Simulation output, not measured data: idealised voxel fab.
Process module name: voxel released beams
We display cut, a cross-section 235 nm in width whose square cells are each 5 nm.
If you're reading a cross-section in this doc, picture square cells in a grid; it comes to you as bands, top ones listed first down to the bottom, and a band can be one or more rows of cells.
For a band, the entry starts with two heights in nm, that of the top and then that of the bottom, and carries on with the band's materials in order from left to right, each alongside its width in nm; the word "everywhere" beside a single material means it fills the band edge to edge, and "empty" means empty space.
Measure heights from 0. That's the level where, below it, the as-received wafer is all one material. The lowest band is bottomless and extends downward; write it as in "top 0, no bottom".
A width given as "30->40" starts at the first number in the band's top row and ends at the second number in its bottom row, shifting by an equal amount at every step from row to row.
"left unchanged", as given for a step, is the statement that not any cell of the cross-section underwent a change during that step.
"Enclosed void list" lists enclosed empty spaces (at least 8 cells, no open path upward to the top), each as width x height at distance from the left edge, in nm.
What comes after the settings on a step's line is commentary from the simulator itself on that step.
overlay nm: mask offset rightward from planned place, masked step; negative means leftward offset.

[Here's what the planned process steps look like]
1: RECEIVE with material Si
2: CONFORMAL_DEP with material SiN, thk nm 10
3: DIRECTIONAL_DEP with material SiO2, thk nm 15
4: DIRECTIONAL_DEP with material aC, thk nm 10
5: PATTERN with tone open, mask id ANCHOR, material resist, width nm 35, thk nm 25, overlay nm 0
6: DIRECTIONAL_ETCH with etch materials aC, depth nm 10
7: STRIP with etch materials resist
8: DIRECTIONAL_ETCH with etch materials SiO2, depth nm 15
9: STRIP with etch materials aC
10: CONFORMAL_DEP with material TiN, thk nm 10
11: DIRECTIONAL_DEP with material aC, thk nm 15
12: PATTERN with tone cover, mask id BEAM, material resist, width nm 90, thk nm 30, overlay nm 0
13: DIRECTIONAL_ETCH with etch materials aC, depth nm 15
14: STRIP with etch materials resist
15: DIRECTIONAL_ETCH with etch materials TiN, depth nm 10
16: STRIP with etch materials aC
17: STRIP with etch materials SiO2

[first wafer, as planned]

[Cross-section of the wafer at receipt, which is the condition after step 1]
  top 0, no bottom: Si everywhere
  Enclosed void list: none

[Cross-section of the wafer after step 2]
  top 10, bottom 0: SiN everywhere
  Beneath the level 0, the cross-section is identical to its previous state.

[Cross-section of the wafer after step 3]
  top 25, bottom 10: SiO2 everywhere
  Beneath the level 10, the cross-section is identical to its previous state.

[Cross-section of the wafer after step 4]
  top 35, bottom 25: aC everywhere
  Beneath the level 25, the cross-section is identical to its previous state.

[Cross-section of the wafer after step 5]
  top 60, bottom 35: resist=75  empty=35  resist=125
  Beneath the level 35, the cross-section is identical to its previous state.

[Cross-section of the wafer after step 6]
  top 50, bottom 35: resist=75  empty=35  resist=125
  top 35, bottom 25: aC=75  empty=35  aC=125
  Beneath the level 25, the cross-section is identical to its previous state.

[Cross-section of the wafer after step 7]
  top 35, bottom 25: aC=75  empty=35  aC=125
  Beneath the level 25, the cross-section is identical to its previous state.

[Cross-section of the wafer after step 8]
  top 35, bottom 25: aC=75  empty=35  aC=125
  top 25, bottom 10: SiO2=75  empty=35  SiO2=125
  Beneath the level 10, the cross-section is identical to its previous state.

[Cross-section of the wafer after step 9]
  top 25, bottom 10: SiO2=75  empty=35  SiO2=125
  Beneath the level 10, the cross-section is identical to its previous state.

[Cross-section of the wafer after step 10]
  top 35, bottom 25: TiN=85  empty=15  TiN=135
  top 25, bottom 20: SiO2=75  TiN=10  empty=15  TiN=10  SiO2=125
  top 20, bottom 10: SiO2=75  TiN=35  SiO2=125
  Beneath the level 10, the cross-section is identical to its previous state.

[Cross-section of the wafer after step 11]
  top 50, bottom 35: aC=85  empty=15  aC=135
  top 35, bottom 25: TiN=85  aC=15  TiN=135
  top 25, bottom 20: SiO2=75  TiN=10  aC=15  TiN=10  SiO2=125
  Beneath the level 20, the cross-section is identical to its previous state.

[Cross-section of the wafer after step 12]
  top 80, bottom 50: empty=70  resist=90  empty=75
  top 50, bottom 35: aC=85  resist=15  aC=135
  Beneath the level 35, the cross-section is identical to its previous state.

[Cross-section of the wafer after step 13]
  top 65, bottom 50: empty=70  resist=90  empty=75
  top 50, bottom 35: empty=70  aC=15  resist=15  aC=60  empty=75
  Beneath the level 35, the cross-section is identical to its previous state.

[Cross-section of the wafer after step 14]
  top 50, bottom 35: empty=70  aC=15  empty=15  aC=60  empty=75
  Beneath the level 35, the cross-section is identical to its previous state.

[Cross-section of the wafer after step 15]
  top 50, bottom 35: empty=70  aC=15  empty=15  aC=60  empty=75
  top 35, bottom 25: empty=70  TiN=15  aC=15  TiN=60  empty=75
  Beneath the level 25, the cross-section is identical to its previous state.

[Cross-section of the wafer after step 16]
  top 35, bottom 25: empty=70  TiN=15  empty=15  TiN=60  empty=75
  top 25, bottom 20: SiO2=75  TiN=10  empty=15  TiN=10  SiO2=125
  Beneath the level 20, the cross-section is identical to its previous state.

[Cross-section of the wafer after step 17]
  top 35, bottom 25: empty=70  TiN=15  empty=15  TiN=60  empty=75
  top 25, bottom 20: empty=75  TiN=10  empty=15  TiN=10  empty=125
  top 20, bottom 10: empty=75  TiN=35  empty=125
  Beneath the level 10, the cross-section is identical to its previous state.

[Second Wafer (Identical Start and Plan, One Processing Error; Matches First Wafer Through Step 1)]

Second wafer, cut view, end of step 2 per plan: left unchanged

[Second wafer, cut view, end of step 3 per plan]
  top 15, bottom 0: SiO2 everywhere
  Beneath the level 0, the cross-section is identical to its previous state.

[Second wafer, cut view, end of step 4 per plan]
  top 25, bottom 15: aC everywhere
  Beneath the level 15, the cross-section is identical to its previous state.

[Second wafer, cut view, end of step 5 per plan]
  top 50, bottom 25: resist=75  empty=35  resist=125
  Beneath the level 25, the cross-section is identical to its previous state.

[Second wafer, cut view, end of step 6 per plan]
  top 40, bottom 25: resist=75  empty=35  resist=125
  top 25, bottom 15: aC=75  empty=35  aC=125
  Beneath the level 15, the cross-section is identical to its previous state.

[Second wafer, cut view, end of step 7 per plan]
  top 25, bottom 15: aC=75  empty=35  aC=125
  Beneath the level 15, the cross-section is identical to its previous state.

[Second wafer, cut view, end of step 8 per plan]
  top 25, bottom 15: aC=75  empty=35  aC=125
  top 15, bottom 0: SiO2=75  empty=35  SiO2=125
  Beneath the level 0, the cross-section is identical to its previous state.

[Second wafer, cut view, end of step 9 per plan]
  top 15, bottom 0: SiO2=75  empty=35  SiO2=125
  Beneath the level 0, the cross-section is identical to its previous state.

[Second wafer, cut view, end of step 10 per plan]
  top 25, bottom 15: TiN=85  empty=15  TiN=135
  top 15, bottom 10: SiO2=75  TiN=10  empty=15  TiN=10  SiO2=125
  top 10, bottom 0: SiO2=75  TiN=35  SiO2=125
  Beneath the level 0, the cross-section is identical to its previous state.

[Second wafer, cut view, end of step 11 per plan]
  top 40, bottom 25: aC=85  empty=15  aC=135
  top 25, bottom 15: TiN=85  aC=15  TiN=135
  top 15, bottom 10: SiO2=75  TiN=10  aC=15  TiN=10  SiO2=125
  Beneath the level 10, the cross-section is identical to its previous state.

[Second wafer, cut view, end of step 12 per plan]
  top 70, bottom 40: empty=70  resist=90  empty=75
  top 40, bottom 25: aC=85  resist=15  aC=135
  Beneath the level 25, the cross-section is identical to its previous state.

[Second wafer, cut view, end of step 13 per plan]
  top 55, bottom 40: empty=70  resist=90  empty=75
  top 40, bottom 25: empty=70  aC=15  resist=15  aC=60  empty=75
  Beneath the level 25, the cross-section is identical to its previous state.

[Second wafer, cut view, end of step 14 per plan]
  top 40, bottom 25: empty=70  aC=15  empty=15  aC=60  empty=75
  Beneath the level 25, the cross-section is identical to its previous state.

[Second wafer, cut view, end of step 15 per plan]
  top 40, bottom 25: empty=70  aC=15  empty=15  aC=60  empty=75
  top 25, bottom 15: empty=70  TiN=15  aC=15  TiN=60  empty=75
  Beneath the level 15, the cross-section is identical to its previous state.

[Second wafer, cut view, end of step 16 per plan]
  top 25, bottom 15: empty=70  TiN=15  empty=15  TiN=60  empty=75
  top 15, bottom 10: SiO2=75  TiN=10  empty=15  TiN=10  SiO2=125
  Beneath the level 10, the cross-section is identical to its previous state.

[Second wafer, cut view, end of step 17 per plan]
  top 25, bottom 15: empty=70  TiN=15  empty=15  TiN=60  empty=75
  top 15, bottom 10: empty=75  TiN=10  empty=15  TiN=10  empty=125
  top 10, bottom 0: empty=75  TiN=35  empty=125
  Beneath the level 0, the cross-section is identical to its previous state.
Against the plan, the run slipped here: step 2 was dropped from the plan's execution and never run
Final tally in cells, some materials are higher or lower on the second wafer than on the first: -94 SiN
